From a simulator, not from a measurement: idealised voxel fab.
Process module heading - voxel gate over fins
Section cut is 170 nm wide and gridded with 5 nm square cells.
Notation: cross-section as square-cell grid; stated in bands, top first, going down; one or more cell rows per band.
Top, bottom (nm), then materials left to right with widths (nm); lone material tagged "edge to edge" fills the whole band edge to edge; "empty" = empty space.
The reference from which all heights are counted is 0, the level beneath which the as-received wafer is entirely one material; the lowest band, having no lower bound, proceeds downward and is written after the example "top 0, no bottom".
So if you see something like "30 to 40" for the width, read it as the top row of the band sitting at the first number and the bottom row at the second, with every row in between moving by the same amount as the last.
Reading "all unchanged" for a step: not a cell of the cross-section changed in it.
Reported under the label "Encapsulated voids" are the empty spaces having no open way to the top and comprising 8 cells or more; the notation for each is width x height at distance, in which the distance is measured from the left edge and all three values are in nm.
If you see something after the settings on a step's line, that's the simulator's own remark about that step.
overlay nm: where the mask lay relative to plan, measured to the right, on steps with a mask; negatives go left.
Steps in the process plan
1. RECEIVE, material Si
2. CONFORMAL_DEP, material SiN, thk nm 5
3. MASKED_ETCH, tone cover, mask id FINS, width nm 15, pitch nm 60, etch materials SiN, depth nm 5, overlay nm 0
4. MASKED_ETCH, tone cover, mask id FINS, width nm 15, pitch nm 60, etch materials Si, depth nm 40, overlay nm 0
5. FILL_DEP, material SiO2, thk nm 10
6. CMP, height nm 5
7. DIRECTIONAL_DEP, material aC, thk nm 10
8. PATTERN, tone open, mask id RAIL, material resist, width nm 15, thk nm 25, overlay nm 0
9. DIRECTIONAL_ETCH, etch materials aC, depth nm 10
10. STRIP, etch materials resist
11. DIRECTIONAL_ETCH, etch materials SiO2, depth nm 40
12. STRIP, etch materials aC
13. CONFORMAL_DEP, material TiN, thk nm 5
14. FILL_DEP, material Ru, thk nm 5
15. CMP, height nm 5
16. SELECTIVE_ETCH, etch materials W Ru TiN, depth nm 20
17. FILL_DEP, material SiO2, thk nm 5
18. CMP, height nm 5
19. SELECTIVE_ETCH, etch materials SiO2, depth nm 15
20. STRIP, etch materials SiN
21. CONFORMAL_DEP, material HfO2, thk nm 5
22. CONFORMAL_DEP, material TiN, thk nm 5
23. FILL_DEP, material W, thk nm 15
24. CMP, height nm 20
25. CONFORMAL_DEP, material SiCN, thk nm 10
Cross-section of the wafer as it came to us, i.e., already through step 1
	top 0, no bottom: Si edge to edge
	Encapsulated voids: none
Module complete - cross-section of the first of two wafers, run according to plan
	top 30, bottom 20: SiCN edge to edge
	top 20, bottom 10: W edge to edge
	top 10, bottom 5: 35 nm W, 35 nm TiN, 25 nm W, 35 nm TiN, 40 nm W
	top 5, bottom 0: 35 nm W, 5 nm TiN, 25 nm HfO2, 5 nm TiN, 25 nm W, 5 nm TiN, 25 nm HfO2, 5 nm TiN, 40 nm W
	top 0, bottom -5: 40 nm TiN, 5 nm HfO2, 15 nm Si, 5 nm HfO2, 35 nm TiN, 5 nm HfO2, 15 nm Si, 5 nm HfO2, 45 nm TiN
	top -5, bottom -10: 45 nm HfO2, 15 nm Si, 45 nm HfO2, 15 nm Si, 50 nm HfO2
	top -10, bottom -15: 45 nm SiO2, 15 nm Si, 45 nm SiO2, 15 nm Si, 50 nm SiO2
	top -15, bottom -30: 45 nm SiO2, 15 nm Si, 15 nm SiO2, 5 nm TiN, 5 nm Ru, 5 nm TiN, 15 nm SiO2, 15 nm Si, 50 nm SiO2
	top -30, bottom -35: 45 nm SiO2, 15 nm Si, 15 nm SiO2, 15 nm TiN, 15 nm SiO2, 15 nm Si, 50 nm SiO2
	top -35, bottom -40: 45 nm SiO2, 15 nm Si, 45 nm SiO2, 15 nm Si, 50 nm SiO2
	top -40, no bottom: Si edge to edge
	Encapsulated voids: none
This is the second of the two wafers, cross-sectioned at the end of the module; it started exactly like the first and was given the same plan, but it was run with one mistake
	top 30, bottom 20: SiCN edge to edge
	top 20, bottom 10: W edge to edge
	top 10, bottom 5: 35 nm W, 35 nm TiN, 25 nm W, 35 nm TiN, 40 nm W
	top 5, bottom 0: 35 nm W, 5 nm TiN, 25 nm HfO2, 5 nm TiN, 25 nm W, 5 nm TiN, 25 nm HfO2, 5 nm TiN, 40 nm W
	top 0, bottom -5: 40 nm TiN, 5 nm HfO2, 15 nm Si, 5 nm HfO2, 35 nm TiN, 5 nm HfO2, 15 nm Si, 5 nm HfO2, 45 nm TiN
	top -5, bottom -10: 45 nm HfO2, 15 nm Si, 45 nm HfO2, 15 nm Si, 50 nm HfO2
	top -10, bottom -15: 45 nm SiO2, 15 nm Si, 45 nm SiO2, 15 nm Si, 50 nm SiO2
	top -15, bottom -30: 45 nm SiO2, 15 nm Si, 15 nm SiO2, 5 nm TiN, 5 nm Ru, 5 nm TiN, 15 nm SiO2, 15 nm Si, 50 nm SiO2
	top -30, bottom -35: 45 nm SiO2, 15 nm Si, 15 nm SiO2, 15 nm TiN, 15 nm SiO2, 15 nm Si, 50 nm SiO2
	top -35, no bottom: Si edge to edge
	Encapsulated voids: none
The mistake made against the process plan was this: step 4 deviated from plan and actually ran as MASKED_ETCH, tone cover, mask id FINS, width nm 15, pitch nm 60, etch materials Si, depth nm 35, overlay nm 0
End check, counted in cells, second wafer has more or fewer of these materials than the first: Si: 28 more, SiO2: 28 fewer
